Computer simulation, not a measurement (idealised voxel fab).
You're looking at the process module voxel capacitor over wiring.
Square cell edge 5 nm, section width 160 nm, ID cut.
Just so we're on the same page, the cross-sections are grids of square cells, and they're listed out in bands top to bottom, each band one or more rows deep. In this notation a band is specified by the heights of its top and bottom, in that order and in nm, after which its materials appear from left to right, each paired with its width in nm. The word "edge to edge" attached to a single material means that material fills the band from edge to edge; the word "air" stands for empty space. Beneath 0, the wafer as received is one material, and that level is where height counting begins. The lowest band goes on downward without a bottom; it is written like "0 nm and below". The two numbers in a width such as "30 to 40" mark its ends across the band: the first belongs to the top row of cells, the second to the bottom row, and from each row to the next the width moves by the same amount. Basically "remains unaltered" means that step didn't change any cell in the cross-section. "Sealed-off cavities" - sealed voids, min. 8 cells, no opening to top; format: width x height at distance (distance from left edge; nm throughout). The remark found on a step's line after its settings is issued by the simulator itself and pertains to that step. Regarding "overlay nm": on a step with a mask, it is the distance the mask lay to the right of its planned place; a negative value places it to the left.

Steps planned for the process
1. RECEIVE | material Si
2. CONFORMAL_DEP | material SiO2 | thk nm 15
3. CONFORMAL_DEP | material SiCN | thk nm 5
4. DIRECTIONAL_DEP | material lowk | thk nm 15
5. PATTERN | tone open | mask id METAL_1 | material resist | width nm 30 | pitch nm 95 | thk nm 20 | overlay nm 0
6. DIRECTIONAL_ETCH | etch materials lowk | depth nm 15
7. DIRECTIONAL_ETCH | etch materials SiCN | depth nm 5
8. STRIP | etch materials resist
9. CONFORMAL_DEP | material TiN | thk nm 5
10. FILL_DEP | material Ru | thk nm 10
11. CMP | height nm 35
12. CONFORMAL_DEP | material SiCN | thk nm 5
13. DIRECTIONAL_DEP | material lowk | thk nm 10
14. MASKED_ETCH | tone open | mask id PLUG_1 | width nm 15 | etch materials lowk | depth nm 10 | overlay nm 0
15. MASKED_ETCH | tone open | mask id PLUG_1 | width nm 15 | etch materials SiCN | depth nm 5 | overlay nm 0
16. EPI | material Ru | thk nm 10
17. EPI | material Ru | thk nm 5
18. DIRECTIONAL_DEP | material TiN | thk nm 5
19. DIRECTIONAL_DEP | material Al2O3 | thk nm 5
20. DIRECTIONAL_DEP | material TiN | thk nm 10
21. MASKED_ETCH | tone cover | mask id UPPER_PLATE | width nm 70 | etch materials TiN | depth nm 10 | overlay nm 0
22. MASKED_ETCH | tone cover | mask id UPPER_PLATE | width nm 70 | etch materials Al2O3 | depth nm 5 | overlay nm 0
23. PATTERN | tone cover | mask id LOWER_PLATE | material resist | width nm 80 | thk nm 20 | overlay nm 0
24. DIRECTIONAL_ETCH | etch materials TiN | depth nm 5
25. STRIP | etch materials resist
26. FILL_DEP | material SiO2 | thk nm 15
27. CMP | height nm 80
28. PATTERN | tone open | mask id PLUG_2 | material resist | width nm 15 | thk nm 15 | overlay nm 0
29. DIRECTIONAL_ETCH | etch materials SiO2 | depth nm 10
30. STRIP | etch materials resist
31. CONFORMAL_DEP | material TiN | thk nm 5
32. FILL_DEP | material Cu | thk nm 10
33. CMP | height nm 80
34. CONFORMAL_DEP | material SiN | thk nm 5

Wafer as received: cross-section following step 1
- 0 nm and below | Si edge to edge
- Sealed-off cavities: none

One mistake in running the module, otherwise start and plan as above: cross-section at the end
- 85 nm to 80 nm | SiN edge to edge
- 80 nm to 75 nm | SiO2 (35) / TiN (5) / Cu (15) / TiN (5) / SiO2 (100)
- 75 nm to 70 nm | SiO2 (35) / TiN (25) / SiO2 (100)
- 70 nm to 60 nm | SiO2 (30) / TiN (70) / SiO2 (60)
- 60 nm to 55 nm | SiO2 (30) / Al2O3 (70) / SiO2 (60)
- 55 nm to 50 nm | SiO2 (25) / TiN (80) / SiO2 (55)
- 50 nm to 40 nm | lowk (30) / Ru (15) / lowk (115)
- 40 nm to 35 nm | SiCN (30) / Ru (15) / SiCN (115)
- 35 nm to 20 nm | lowk (15) / TiN (5) / Ru (20) / TiN (5) / lowk (65) / TiN (5) / Ru (20) / TiN (5) / lowk (20)
- 20 nm to 15 nm | SiCN (15) / TiN (30) / SiCN (65) / TiN (30) / SiCN (20)
- 15 nm to 0 nm | SiO2 edge to edge
- 0 nm and below | Si edge to edge
- Sealed-off cavities: none
Short version of what went wrong: step 28 was processed under conditions differing from the plan, specifically as PATTERN | tone open | mask id PLUG_2 | material resist | width nm 25 | thk nm 15 | overlay nm 0
